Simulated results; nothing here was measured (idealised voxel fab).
Presented below is a process module, voxel released beams.
Cross-section cut spans 160 nm and uses square cells 5 nm in size.
In this document a cross-section is written as a grid of square cells. It is given as a series of bands, listed from the top down, and a band is one or more rows of cells. What a band's entry tells you: where the top is and where the bottom is, as heights in nm, and after that what lies inside, material by material from left to right, each with its width in nm. Empty space is written as the word "blank", and a single material marked with the word "all across" occupies the band from edge to edge. The level at which height equals 0 is the one under which the wafer, as it arrives, is entirely one material. No lower edge exists for the bottom band, which continues downward and is notated as in "0..down". The width entry "30..40" should be interpreted row by row: the top row of cells in the band takes the first number, the bottom row takes the second number, and the change between adjacent rows is uniform throughout. Step note "no change occurred" = no cross-section cell changed. Voids lacking openings: empty space of 8 cells or more with no open way to the top, each as width x height at its distance from the left edge, in nm. Where a step's line continues beyond its settings, the continuation is a remark by the simulator itself on that step. overlay nm: on a step with a mask, how far right of its planned place the mask lay; negative means left. Pairs from here to the end. Each: cross-section before one process step, cross-section after it, the latter only as far down as the lowest band that changed. Under each: the step between, and its settings. Mind that the pairs may be taken from different runs of this module on the same starting wafer; whether a pair continues from the pair above depends on its entry headed "Prior state", and it does only where that entry says so.
Prior state
	0..down | Si all across
	Voids lacking openings: none
As Processed
	5..0 | Al2O3 all across
	Note: structure below 0 unchanged.
	Voids lacking openings: none
Step applied between the pre-step and post-step cross-sections shown above: CONFORMAL_DEP with material Al2O3, thk nm 5
Prior state: starting point is the after cross-section of the pair just above.
As Processed
	25..5 | SiO2 all across
	Note: structure below 5 unchanged.
	Voids lacking openings: none
Step applied between the pre-step and post-step cross-sections shown above: DIRECTIONAL_DEP with material SiO2, thk nm 20
Prior state: starting point is the after cross-section of the pair just above.
As Processed
	40..25 | aC all across
	Note: structure below 25 unchanged.
	Voids lacking openings: none
Step applied between the pre-step and post-step cross-sections shown above: DIRECTIONAL_DEP with material aC, thk nm 15
Prior state: starting point is the after cross-section of the pair just above.
As Processed
	70..40 | resist (25) | blank (35) | resist (100)
	Note: structure below 40 unchanged.
	Voids lacking openings: none
Step applied between the pre-step and post-step cross-sections shown above: PATTERN with tone open, mask id ANCHOR, material resist, width nm 35, thk nm 30, overlay nm 0
Prior state: starting point is the after cross-section of the pair just above.
As Processed
	55..40 | resist (25) | blank (35) | resist (100)
	40..25 | aC (25) | blank (35) | aC (100)
	Note: structure below 25 unchanged.
	Voids lacking openings: none
Step applied between the pre-step and post-step cross-sections shown above: DIRECTIONAL_ETCH with etch materials aC, depth nm 15
Prior state: starting point is the after cross-section of the pair just above.
As Processed
	40..25 | aC (25) | blank (35) | aC (100)
	Note: structure below 25 unchanged.
	Voids lacking openings: none
Step applied between the pre-step and post-step cross-sections shown above: STRIP with etch materials resist
Prior state: starting point is the after cross-section of the pair just above.
As Processed
	40..25 | aC (25) | blank (35) | aC (100)
	25..5 | SiO2 (25) | blank (35) | SiO2 (100)
	Note: structure below 5 unchanged.
	Voids lacking openings: none
Step applied between the pre-step and post-step cross-sections shown above: DIRECTIONAL_ETCH with etch materials SiO2, depth nm 20
Prior state: starting point is the after cross-section of the pair just above.
As Processed
	25..5 | SiO2 (25) | blank (35) | SiO2 (100)
	Note: structure below 5 unchanged.
	Voids lacking openings: none
Step applied between the pre-step and post-step cross-sections shown above: STRIP with etch materials aC
Prior state: starting point is the after cross-section of the pair just above.
As Processed
	35..25 | W (35) | blank (15) | W (110)
	25..15 | SiO2 (25) | W (10) | blank (15) | W (10) | SiO2 (100)
	15..5 | SiO2 (25) | W (35) | SiO2 (100)
	Note: structure below 5 unchanged.
	Voids lacking openings: none
Step applied between the pre-step and post-step cross-sections shown above: CONFORMAL_DEP with material W, thk nm 10
Prior state: starting point is the after cross-section of the pair just above.
As Processed
	45..35 | aC (35) | blank (15) | aC (110)
	35..25 | W (35) | blank (15) | W (110)
	25..15 | SiO2 (25) | W (10) | aC (15) | W (10) | SiO2 (100)
	Note: structure below 15 unchanged.
	Voids lacking openings: none
Step applied between the pre-step and post-step cross-sections shown above: DIRECTIONAL_DEP with material aC, thk nm 10
Prior state: starting point is the after cross-section of the pair just above.
As Processed
	75..45 | blank (20) | resist (110) | blank (30)
	45..35 | aC (35) | resist (15) | aC (110)
	35..25 | W (35) | resist (15) | W (110)
	Note: structure below 25 unchanged.
	Voids lacking openings: none
Step applied between the pre-step and post-step cross-sections shown above: PATTERN with tone cover, mask id BEAM, material resist, width nm 110, thk nm 30, overlay nm 0
Prior state: starting point is the after cross-section of the pair just above.
As Processed
	65..45 | blank (20) | resist (110) | blank (30)
	45..35 | blank (20) | aC (15) | resist (15) | aC (80) | blank (30)
	Note: structure below 35 unchanged.
	Voids lacking openings: none
Step applied between the pre-step and post-step cross-sections shown above: DIRECTIONAL_ETCH with etch materials aC, depth nm 10
Prior state: starting point is the after cross-section of the pair just above.
As Processed
	45..35 | blank (20) | aC (15) | blank (15) | aC (80) | blank (30)
	35..25 | W (35) | blank (15) | W (110)
	Note: structure below 25 unchanged.
	Voids lacking openings: none
Step applied between the pre-step and post-step cross-sections shown above: STRIP with etch materials resist
Prior state: starting point is the after cross-section of the pair just above.
As Processed
	45..35 | blank (20) | aC (15) | blank (15) | aC (80) | blank (30)
	35..25 | blank (20) | W (15) | blank (15) | W (80) | blank (30)
	Note: structure below 25 unchanged.
	Voids lacking openings: none
Step applied between the pre-step and post-step cross-sections shown above: DIRECTIONAL_ETCH with etch materials W, depth nm 10
Prior state: starting point is the after cross-section of the pair just above.
As Processed
	35..25 | blank (20) | W (15) | blank (15) | W (80) | blank (30)
	25..15 | SiO2 (25) | W (10) | blank (15) | W (10) | SiO2 (100)
	Note: structure below 15 unchanged.
	Voids lacking openings: none
Step applied between the pre-step and post-step cross-sections shown above: STRIP with etch materials aC
Prior state: starting point is the after cross-section of the pair just above.
As Processed
	35..25 | blank (20) | W (15) | blank (15) | W (80) | blank (30)
	25..15 | blank (25) | W (10) | blank (15) | W (10) | blank (100)
	15..5 | blank (25) | W (35) | blank (100)
	Note: structure below 5 unchanged.
	Voids lacking openings: none
Step applied between the pre-step and post-step cross-sections shown above: STRIP with etch materials SiO2
Prior state
	0..down | Si all across
	Voids lacking openings: none
As Processed
	20..0 | SiO2 all across
	Note: structure below 0 unchanged.
	Voids lacking openings: none
Step applied between the pre-step and post-step cross-sections shown above: DIRECTIONAL_DEP with material SiO2, thk nm 20
Prior state: starting point is the after cross-section of the pair just above.
As Processed
	35..20 | aC all across
	Note: structure below 20 unchanged.
	Voids lacking openings: none
Step applied between the pre-step and post-step cross-sections shown above: DIRECTIONAL_DEP with material aC, thk nm 15
Prior state: starting point is the after cross-section of the pair just above.
As Processed
	65..35 | resist (25) | blank (35) | resist (100)
	Note: structure below 35 unchanged.
	Voids lacking openings: none
Step applied between the pre-step and post-step cross-sections shown above: PATTERN with tone open, mask id ANCHOR, material resist, width nm 35, thk nm 30, overlay nm 0
Prior state: starting point is the after cross-section of the pair just above.
As Processed
	50..35 | resist (25) | blank (35) | resist (100)
	35..20 | aC (25) | blank (35) | aC (100)
	Note: structure below 20 unchanged.
	Voids lacking openings: none
Step applied between the pre-step and post-step cross-sections shown above: DIRECTIONAL_ETCH with etch materials aC, depth nm 15
Prior state: starting point is the after cross-section of the pair just above.
As Processed
	35..20 | aC (25) | blank (35) | aC (100)
	Note: structure below 20 unchanged.
	Voids lacking openings: none
Step applied between the pre-step and post-step cross-sections shown above: STRIP with etch materials resist
Prior state: starting point is the after cross-section of the pair just above.
As Processed
	35..20 | aC (25) | blank (35) | aC (100)
	20..0 | SiO2 (25) | blank (35) | SiO2 (100)
	Note: structure below 0 unchanged.
	Voids lacking openings: none
Step applied between the pre-step and post-step cross-sections shown above: DIRECTIONAL_ETCH with etch materials SiO2, depth nm 20
Prior state: starting point is the after cross-section of the pair just above.
As Processed
	20..0 | SiO2 (25) | blank (35) | SiO2 (100)
	Note: structure below 0 unchanged.
	Voids lacking openings: none
Step applied between the pre-step and post-step cross-sections shown above: STRIP with etch materials aC
Prior state: starting point is the after cross-section of the pair just above.
As Processed
	30..20 | W (35) | blank (15) | W (110)
	20..10 | SiO2 (25) | W (10) | blank (15) | W (10) | SiO2 (100)
	10..0 | SiO2 (25) | W (35) | SiO2 (100)
	Note: structure below 0 unchanged.
	Voids lacking openings: none
Step applied between the pre-step and post-step cross-sections shown above: CONFORMAL_DEP with material W, thk nm 10
Prior state: starting point is the after cross-section of the pair just above.
As Processed
	40..30 | aC (35) | blank (15) | aC (110)
	30..20 | W (35) | blank (15) | W (110)
	20..10 | SiO2 (25) | W (10) | aC (15) | W (10) | SiO2 (100)
	Note: structure below 10 unchanged.
	Voids lacking openings: none
Step applied between the pre-step and post-step cross-sections shown above: DIRECTIONAL_DEP with material aC, thk nm 10
Prior state: starting point is the after cross-section of the pair just above.
As Processed
	70..40 | blank (20) | resist (110) | blank (30)
	40..30 | aC (35) | resist (15) | aC (110)
	30..20 | W (35) | resist (15) | W (110)
	Note: structure below 20 unchanged.
	Voids lacking openings: none
Step applied between the pre-step and post-step cross-sections shown above: PATTERN with tone cover, mask id BEAM, material resist, width nm 110, thk nm 30, overlay nm 0
Prior state: starting point is the after cross-section of the pair just above.
As Processed
	60..40 | blank (20) | resist (110) | blank (30)
	40..30 | blank (20) | aC (15) | resist (15) | aC (80) | blank (30)
	Note: structure below 30 unchanged.
	Voids lacking openings: none
Step applied between the pre-step and post-step cross-sections shown above: DIRECTIONAL_ETCH with etch materials aC, depth nm 10
Prior state: starting point is the after cross-section of the pair just above.
As Processed
	40..30 | blank (20) | aC (15) | blank (15) | aC (80) | blank (30)
	30..20 | W (35) | blank (15) | W (110)
	Note: structure below 20 unchanged.
	Voids lacking openings: none
Step applied between the pre-step and post-step cross-sections shown above: STRIP with etch materials resist
Prior state: starting point is the after cross-section of the pair just above.
As Processed
	40..30 | blank (20) | aC (15) | blank (15) | aC (80) | blank (30)
	30..20 | blank (20) | W (15) | blank (15) | W (80) | blank (30)
	Note: structure below 20 unchanged.
	Voids lacking openings: none
Step applied between the pre-step and post-step cross-sections shown above: DIRECTIONAL_ETCH with etch materials W, depth nm 10
Prior state: starting point is the after cross-section of the pair just above.
As Processed
	30..20 | blank (20) | W (15) | blank (15) | W (80) | blank (30)
	20..10 | SiO2 (25) | W (10) | blank (15) | W (10) | SiO2 (100)
	Note: structure below 10 unchanged.
	Voids lacking openings: none
Step applied between the pre-step and post-step cross-sections shown above: STRIP with etch materials aC
Prior state: starting point is the after cross-section of the pair just above.
As Processed
	30..20 | blank (20) | W (15) | blank (15) | W (80) | blank (30)
	20..10 | blank (25) | W (10) | blank (15) | W (10) | blank (100)
	10..0 | blank (25) | W (35) | blank (100)
	Note: structure below 0 unchanged.
	Voids lacking openings: none
Step applied between the pre-step and post-step cross-sections shown above: STRIP with etch materials SiO2
Prior state
	20..0 | SiO2 all across
	0..down | Si all across
	Voids lacking openings: none
As Processed
	25..20 | Al2O3 all across
	Note: structure below 20 unchanged.
	Voids lacking openings: none
Step applied between the pre-step and post-step cross-sections shown above: CONFORMAL_DEP with material Al2O3, thk nm 5
Prior state: starting point is the after cross-section of the pair just above.
As Processed
	40..25 | aC all across
	Note: structure below 25 unchanged.
	Voids lacking openings: none
Step applied between the pre-step and post-step cross-sections shown above: DIRECTIONAL_DEP with material aC, thk nm 15
Prior state: starting point is the after cross-section of the pair just above.
As Processed
	70..40 | resist (25) | blank (35) | resist (100)
	Note: structure below 40 unchanged.
	Voids lacking openings: none
Step applied between the pre-step and post-step cross-sections shown above: PATTERN with tone open, mask id ANCHOR, material resist, width nm 35, thk nm 30, overlay nm 0
Prior state: starting point is the after cross-section of the pair just above.
As Processed
	55..40 | resist (25) | blank (35) | resist (100)
	40..25 | aC (25) | blank (35) | aC (100)
	Note: structure below 25 unchanged.
	Voids lacking openings: none
Step applied between the pre-step and post-step cross-sections shown above: DIRECTIONAL_ETCH with etch materials aC, depth nm 15
Prior state: starting point is the after cross-section of the pair just above.
As Processed
	40..25 | aC (25) | blank (35) | aC (100)
	Note: structure below 25 unchanged.
	Voids lacking openings: none
Step applied between the pre-step and post-step cross-sections shown above: STRIP with etch materials resist
Prior state: starting point is the after cross-section of the pair just above.
As Processed
	25..20 | Al2O3 all across
	Note: structure below 20 unchanged.
	Voids lacking openings: none
Step applied between the pre-step and post-step cross-sections shown above: STRIP with etch materials aC
Prior state: starting point is the after cross-section of the pair just above.
As Processed
	35..25 | W all across
	Note: structure below 25 unchanged.
	Voids lacking openings: none
Step applied between the pre-step and post-step cross-sections shown above: CONFORMAL_DEP with material W, thk nm 10
Prior state: starting point is the after cross-section of the pair just above.
As Processed
	45..35 | aC all across
	Note: structure below 35 unchanged.
	Voids lacking openings: none
Step applied between the pre-step and post-step cross-sections shown above: DIRECTIONAL_DEP with material aC, thk nm 10
Prior state: starting point is the after cross-section of the pair just above.
As Processed
	75..45 | blank (20) | resist (110) | blank (30)
	Note: structure below 45 unchanged.
	Voids lacking openings: none
Step applied between the pre-step and post-step cross-sections shown above: PATTERN with tone cover, mask id BEAM, material resist, width nm 110, thk nm 30, overlay nm 0
Prior state: starting point is the after cross-section of the pair just above.
As Processed
	65..45 | blank (20) | resist (110) | blank (30)
	45..35 | blank (20) | aC (110) | blank (30)
	Note: structure below 35 unchanged.
	Voids lacking openings: none
Step applied between the pre-step and post-step cross-sections shown above: DIRECTIONAL_ETCH with etch materials aC, depth nm 10
Prior state: starting point is the after cross-section of the pair just above.
As Processed
	45..35 | blank (20) | aC (110) | blank (30)
	Note: structure below 35 unchanged.
	Voids lacking openings: none
Step applied between the pre-step and post-step cross-sections shown above: STRIP with etch materials resist
Prior state: starting point is the after cross-section of the pair just above.
As Processed
	45..35 | blank (20) | aC (110) | blank (30)
	35..25 | blank (20) | W (110) | blank (30)
	Note: structure below 25 unchanged.
	Voids lacking openings: none
Step applied between the pre-step and post-step cross-sections shown above: DIRECTIONAL_ETCH with etch materials W, depth nm 10
Prior state: starting point is the after cross-section of the pair just above.
As Processed
	35..25 | blank (20) | W (110) | blank (30)
	Note: structure below 25 unchanged.
	Voids lacking openings: none
Step applied between the pre-step and post-step cross-sections shown above: STRIP with etch materials aC
Prior state
	45..35 | blank (20) | aC (15) | blank (15) | aC (80) | blank (30)
	35..25 | W (35) | blank (15) | W (110)
	25..15 | SiO2 (25) | W (10) | aC (15) | W (10) | SiO2 (100)
	15..5 | SiO2 (25) | W (35) | SiO2 (100)
	5..0 | Al2O3 all across
	0..down | Si all across
	Voids lacking openings: none
As Processed
	45..35 | blank (20) | aC (15) | blank (15) | aC (80) | blank (30)
	35..30 | blank (20) | W (15) | blank (15) | W (80) | blank (30)
	Note: structure below 30 unchanged.
	Voids lacking openings: none
Step applied between the pre-step and post-step cross-sections shown above: DIRECTIONAL_ETCH with etch materials W, depth nm 5
Prior state: starting point is the after cross-section of the pair just above.
As Processed
	35..30 | blank (20) | W (15) | blank (15) | W (80) | blank (30)
	30..25 | W (35) | blank (15) | W (110)
	25..15 | SiO2 (25) | W (10) | blank (15) | W (10) | SiO2 (100)
	Note: structure below 15 unchanged.
	Voids lacking openings: none
Step applied between the pre-step and post-step cross-sections shown above: STRIP with etch materials aC
Prior state
	40..25 | aC all across
	25..5 | SiO2 all across
	5..0 | Al2O3 all across
	0..down | Si all across
	Voids lacking openings: none
As Processed
	70..40 | resist (25) | blank (40) | resist (95)
	Note: structure below 40 unchanged.
	Voids lacking openings: none
Step applied between the pre-step and post-step cross-sections shown above: PATTERN with tone open, mask id ANCHOR, material resist, width nm 40, thk nm 30, overlay nm 0
Prior state: starting point is the after cross-section of the pair just above.
As Processed
	55..40 | resist (25) | blank (40) | resist (95)
	40..25 | aC (25) | blank (40) | aC (95)
	Note: structure below 25 unchanged.
	Voids lacking openings: none
Step applied between the pre-step and post-step cross-sections shown above: DIRECTIONAL_ETCH with etch materials aC, depth nm 15
Prior state: starting point is the after cross-section of the pair just above.
As Processed
	40..25 | aC (25) | blank (40) | aC (95)
	Note: structure below 25 unchanged.
	Voids lacking openings: none
Step applied between the pre-step and post-step cross-sections shown above: STRIP with etch materials resist
Prior state: starting point is the after cross-section of the pair just above.
As Processed
	40..25 | aC (25) | blank (40) | aC (95)
	25..5 | SiO2 (25) | blank (40) | SiO2 (95)
	Note: structure below 5 unchanged.
	Voids lacking openings: none
Step applied between the pre-step and post-step cross-sections shown above: DIRECTIONAL_ETCH with etch materials SiO2, depth nm 20
Prior state: starting point is the after cross-section of the pair just above.
As Processed
	25..5 | SiO2 (25) | blank (40) | SiO2 (95)
	Note: structure below 5 unchanged.
	Voids lacking openings: none
Step applied between the pre-step and post-step cross-sections shown above: STRIP with etch materials aC
Prior state: starting point is the after cross-section of the pair just above.
As Processed
	35..25 | W (35) | blank (20) | W (105)
	25..15 | SiO2 (25) | W (10) | blank (20) | W (10) | SiO2 (95)
	15..5 | SiO2 (25) | W (40) | SiO2 (95)
	Note: structure below 5 unchanged.
	Voids lacking openings: none
Step applied between the pre-step and post-step cross-sections shown above: CONFORMAL_DEP with material W, thk nm 10
Prior state: starting point is the after cross-section of the pair just above.
As Processed
	45..35 | aC (35) | blank (20) | aC (105)
	35..25 | W (35) | blank (20) | W (105)
	25..15 | SiO2 (25) | W (10) | aC (20) | W (10) | SiO2 (95)
	Note: structure below 15 unchanged.
	Voids lacking openings: none
Step applied between the pre-step and post-step cross-sections shown above: DIRECTIONAL_DEP with material aC, thk nm 10
Prior state: starting point is the after cross-section of the pair just above.
As Processed
	75..45 | blank (20) | resist (110) | blank (30)
	45..35 | aC (35) | resist (20) | aC (105)
	35..25 | W (35) | resist (20) | W (105)
	Note: structure below 25 unchanged.
	Voids lacking openings: none
Step applied between the pre-step and post-step cross-sections shown above: PATTERN with tone cover, mask id BEAM, material resist, width nm 110, thk nm 30, overlay nm 0
Prior state: starting point is the after cross-section of the pair just above.
As Processed
	65..45 | blank (20) | resist (110) | blank (30)
	45..35 | blank (20) | aC (15) | resist (20) | aC (75) | blank (30)
	Note: structure below 35 unchanged.
	Voids lacking openings: none
Step applied between the pre-step and post-step cross-sections shown above: DIRECTIONAL_ETCH with etch materials aC, depth nm 10
Prior state: starting point is the after cross-section of the pair just above.
As Processed
	45..35 | blank (20) | aC (15) | blank (20) | aC (75) | blank (30)
	35..25 | W (35) | blank (20) | W (105)
	Note: structure below 25 unchanged.
	Voids lacking openings: none
Step applied between the pre-step and post-step cross-sections shown above: STRIP with etch materials resist
Prior state: starting point is the after cross-section of the pair just above.
As Processed
	45..35 | blank (20) | aC (15) | blank (20) | aC (75) | blank (30)
	35..25 | blank (20) | W (15) | blank (20) | W (75) | blank (30)
	Note: structure below 25 unchanged.
	Voids lacking openings: none
Step applied between the pre-step and post-step cross-sections shown above: DIRECTIONAL_ETCH with etch materials W, depth nm 10
Prior state: starting point is the after cross-section of the pair just above.
As Processed
	35..25 | blank (20) | W (15) | blank (20) | W (75) | blank (30)
	25..15 | SiO2 (25) | W (10) | blank (20) | W (10) | SiO2 (95)
	Note: structure below 15 unchanged.
	Voids lacking openings: none
Step applied between the pre-step and post-step cross-sections shown above: STRIP with etch materials aC
Prior state: starting point is the after cross-section of the pair just above.
As Processed
	35..25 | blank (20) | W (15) | blank (20) | W (75) | blank (30)
	25..15 | blank (25) | W (10) | blank (20) | W (10) | blank (95)
	15..5 | blank (25) | W (40) | blank (95)
	Note: structure below 5 unchanged.
	Voids lacking openings: none
Step applied between the pre-step and post-step cross-sections shown above: STRIP with etch materials SiO2
Prior state
	45..35 | aC (35) | blank (15) | aC (110)
	35..25 | W (35) | blank (15) | W (110)
	25..15 | SiO2 (25) | W (10) | aC (15) | W (10) | SiO2 (100)
	15..5 | SiO2 (25) | W (35) | SiO2 (100)
	5..0 | Al2O3 all across
	0..down | Si all across
	Voids lacking openings: none
As Processed
	75..45 | blank (30) | resist (110) | blank (20)
	45..35 | aC (35) | resist (15) | aC (110)
	35..25 | W (35) | resist (15) | W (110)
	Note: structure below 25 unchanged.
	Voids lacking openings: none
Step applied between the pre-step and post-step cross-sections shown above: PATTERN with tone cover, mask id BEAM, material resist, width nm 110, thk nm 30, overlay nm 10
Prior state: starting point is the after cross-section of the pair just above.
As Processed
	65..45 | blank (30) | resist (110) | blank (20)
	45..35 | blank (30) | aC (5) | resist (15) | aC (90) | blank (20)
	Note: structure below 35 unchanged.
	Voids lacking openings: none
Step applied between the pre-step and post-step cross-sections shown above: DIRECTIONAL_ETCH with etch materials aC, depth nm 10
Prior state: starting point is the after cross-section of the pair just above.
As Processed
	45..35 | blank (30) | aC (5) | blank (15) | aC (90) | blank (20)
	35..25 | W (35) | blank (15) | W (110)
	Note: structure below 25 unchanged.
	Voids lacking openings: none
Step applied between the pre-step and post-step cross-sections shown above: STRIP with etch materials resist
Prior state: starting point is the after cross-section of the pair just above.
As Processed
	45..35 | blank (30) | aC (5) | blank (15) | aC (90) | blank (20)
	35..25 | blank (30) | W (5) | blank (15) | W (90) | blank (20)
	Note: structure below 25 unchanged.
	Voids lacking openings: none
Step applied between the pre-step and post-step cross-sections shown above: DIRECTIONAL_ETCH with etch materials W, depth nm 10
Prior state: starting point is the after cross-section of the pair just above.
As Processed
	35..25 | blank (30) | W (5) | blank (15) | W (90) | blank (20)
	25..15 | SiO2 (25) | W (10) | blank (15) | W (10) | SiO2 (100)
	Note: structure below 15 unchanged.
	Voids lacking openings: none
Step applied between the pre-step and post-step cross-sections shown above: STRIP with etch materials aC
Prior state: starting point is the after cross-section of the pair just above.
As Processed
	35..25 | blank (30) | W (5) | blank (15) | W (90) | blank (20)
	25..15 | blank (25) | W (10) | blank (15) | W (10) | blank (100)
	15..5 | blank (25) | W (35) | blank (100)
	Note: structure below 5 unchanged.
	Voids lacking openings: none
Step applied between the pre-step and post-step cross-sections shown above: STRIP with etch materials SiO2
Prior state
	25..5 | SiO2 (25) | blank (35) | SiO2 (100)
	5..0 | Al2O3 all across
	0..down | Si all across
	Voids lacking openings: none
As Processed
	35..25 | Al2O3 (35) | blank (15) | Al2O3 (110)
	25..15 | SiO2 (25) | Al2O3 (10) | blank (15) | Al2O3 (10) | SiO2 (100)
	15..5 | SiO2 (25) | Al2O3 (35) | SiO2 (100)
	Note: structure below 5 unchanged.
	Voids lacking openings: none
Step applied between the pre-step and post-step cross-sections shown above: CONFORMAL_DEP with material Al2O3, thk nm 10
Prior state: starting point is the after cross-section of the pair just above.
As Processed
	45..35 | aC (35) | blank (15) | aC (110)
	35..25 | Al2O3 (35) | blank (15) | Al2O3 (110)
	25..15 | SiO2 (25) | Al2O3 (10) | aC (15) | Al2O3 (10) | SiO2 (100)
	Note: structure below 15 unchanged.
	Voids lacking openings: none
Step applied between the pre-step and post-step cross-sections shown above: DIRECTIONAL_DEP with material aC, thk nm 10
Prior state: starting point is the after cross-section of the pair just above.
As Processed
	75..45 | blank (20) | resist (110) | blank (30)
	45..35 | aC (35) | resist (15) | aC (110)
	35..25 | Al2O3 (35) | resist (15) | Al2O3 (110)
	Note: structure below 25 unchanged.
	Voids lacking openings: none
Step applied between the pre-step and post-step cross-sections shown above: PATTERN with tone cover, mask id BEAM, material resist, width nm 110, thk nm 30, overlay nm 0
Prior state: starting point is the after cross-section of the pair just above.
As Processed
	65..45 | blank (20) | resist (110) | blank (30)
	45..35 | blank (20) | aC (15) | resist (15) | aC (80) | blank (30)
	Note: structure below 35 unchanged.
	Voids lacking openings: none
Step applied between the pre-step and post-step cross-sections shown above: DIRECTIONAL_ETCH with etch materials aC, depth nm 10
Prior state: starting point is the after cross-section of the pair just above.
As Processed
	45..35 | blank (20) | aC (15) | blank (15) | aC (80) | blank (30)
	35..25 | Al2O3 (35) | blank (15) | Al2O3 (110)
	Note: structure below 25 unchanged.
	Voids lacking openings: none
Step applied between the pre-step and post-step cross-sections shown above: STRIP with etch materials resist
Prior state: starting point is the after cross-section of the pair just above.
As Processed
	35..25 | Al2O3 (35) | blank (15) | Al2O3 (110)
	25..15 | SiO2 (25) | Al2O3 (10) | blank (15) | Al2O3 (10) | SiO2 (100)
	Note: structure below 15 unchanged.
	Voids lacking openings: none
Step applied between the pre-step and post-step cross-sections shown above: STRIP with etch materials aC
Prior state
	40..25 | aC all across
	25..5 | SiO2 all across
	5..0 | Al2O3 all across
	0..down | Si all across
	Voids lacking openings: none
As Processed
	70..40 | blank (25) | resist (35) | blank (100)
	Note: structure below 40 unchanged.
	Voids lacking openings: none
Step applied between the pre-step and post-step cross-sections shown above: PATTERN with tone cover, mask id ANCHOR, material resist, width nm 35, thk nm 30, overlay nm 0
Prior state: starting point is the after cross-section of the pair just above.
As Processed
	55..40 | blank (25) | resist (35) | blank (100)
	40..25 | blank (25) | aC (35) | blank (100)
	Note: structure below 25 unchanged.
	Voids lacking openings: none
Step applied between the pre-step and post-step cross-sections shown above: DIRECTIONAL_ETCH with etch materials aC, depth nm 15
Prior state: starting point is the after cross-section of the pair just above.
As Processed
	40..25 | blank (25) | aC (35) | blank (100)
	Note: structure below 25 unchanged.
	Voids lacking openings: none
Step applied between the pre-step and post-step cross-sections shown above: STRIP with etch materials resist
Prior state: starting point is the after cross-section of the pair just above.
As Processed
	40..25 | blank (25) | aC (35) | blank (100)
	25..5 | blank (25) | SiO2 (35) | blank (100)
	Note: structure below 5 unchanged.
	Voids lacking openings: none
Step applied between the pre-step and post-step cross-sections shown above: DIRECTIONAL_ETCH with etch materials SiO2, depth nm 20
Prior state: starting point is the after cross-section of the pair just above.
As Processed
	25..5 | blank (25) | SiO2 (35) | blank (100)
	Note: structure below 5 unchanged.
	Voids lacking openings: none
Step applied between the pre-step and post-step cross-sections shown above: STRIP with etch materials aC
Prior state: starting point is the after cross-section of the pair just above.
As Processed
	35..25 | blank (15) | W (55) | blank (90)
	25..15 | blank (15) | W (10) | SiO2 (35) | W (10) | blank (90)
	15..5 | W (25) | SiO2 (35) | W (100)
	Note: structure below 5 unchanged.
	Voids lacking openings: none
Step applied between the pre-step and post-step cross-sections shown above: CONFORMAL_DEP with material W, thk nm 10
Prior state: starting point is the after cross-section of the pair just above.
As Processed
	45..35 | blank (15) | aC (55) | blank (90)
	35..25 | blank (15) | W (55) | blank (90)
	25..15 | aC (15) | W (10) | SiO2 (35) | W (10) | aC (90)
	Note: structure below 15 unchanged.
	Voids lacking openings: none
Step applied between the pre-step and post-step cross-sections shown above: DIRECTIONAL_DEP with material aC, thk nm 10
Prior state: starting point is the after cross-section of the pair just above.
As Processed
	75..45 | blank (20) | resist (110) | blank (30)
	45..35 | blank (15) | aC (55) | resist (60) | blank (30)
	35..25 | blank (15) | W (55) | resist (60) | blank (30)
	Note: structure below 25 unchanged.
	Voids lacking openings: none
Step applied between the pre-step and post-step cross-sections shown above: PATTERN with tone cover, mask id BEAM, material resist, width nm 110, thk nm 30, overlay nm 0
Prior state: starting point is the after cross-section of the pair just above.
As Processed
	65..45 | blank (20) | resist (110) | blank (30)
	45..35 | blank (20) | aC (50) | resist (60) | blank (30)
	35..25 | blank (15) | W (55) | resist (60) | blank (30)
	25..15 | blank (15) | W (10) | SiO2 (35) | W (10) | aC (60) | blank (30)
	Note: structure below 15 unchanged.
	Voids lacking openings: none
Step applied between the pre-step and post-step cross-sections shown above: DIRECTIONAL_ETCH with etch materials aC, depth nm 10
Prior state: starting point is the after cross-section of the pair just above.
As Processed
	45..35 | blank (20) | aC (50) | blank (90)
	35..25 | blank (15) | W (55) | blank (90)
	Note: structure below 25 unchanged.
	Voids lacking openings: none
Step applied between the pre-step and post-step cross-sections shown above: STRIP with etch materials resist
Prior state: starting point is the after cross-section of the pair just above.
As Processed
	45..35 | blank (20) | aC (50) | blank (90)
	35..25 | blank (20) | W (50) | blank (90)
	25..15 | blank (15) | W (10) | SiO2 (35) | W (10) | aC (60) | blank (30)
	15..5 | blank (15) | W (10) | SiO2 (35) | W (70) | blank (30)
	Note: structure below 5 unchanged.
	Voids lacking openings: none
Step applied between the pre-step and post-step cross-sections shown above: DIRECTIONAL_ETCH with etch materials W, depth nm 10
Prior state: starting point is the after cross-section of the pair just above.
As Processed
	35..25 | blank (20) | W (50) | blank (90)
	25..15 | blank (15) | W (10) | SiO2 (35) | W (10) | blank (90)
	Note: structure below 15 unchanged.
	Voids lacking openings: none
Step applied between the pre-step and post-step cross-sections shown above: STRIP with etch materials aC
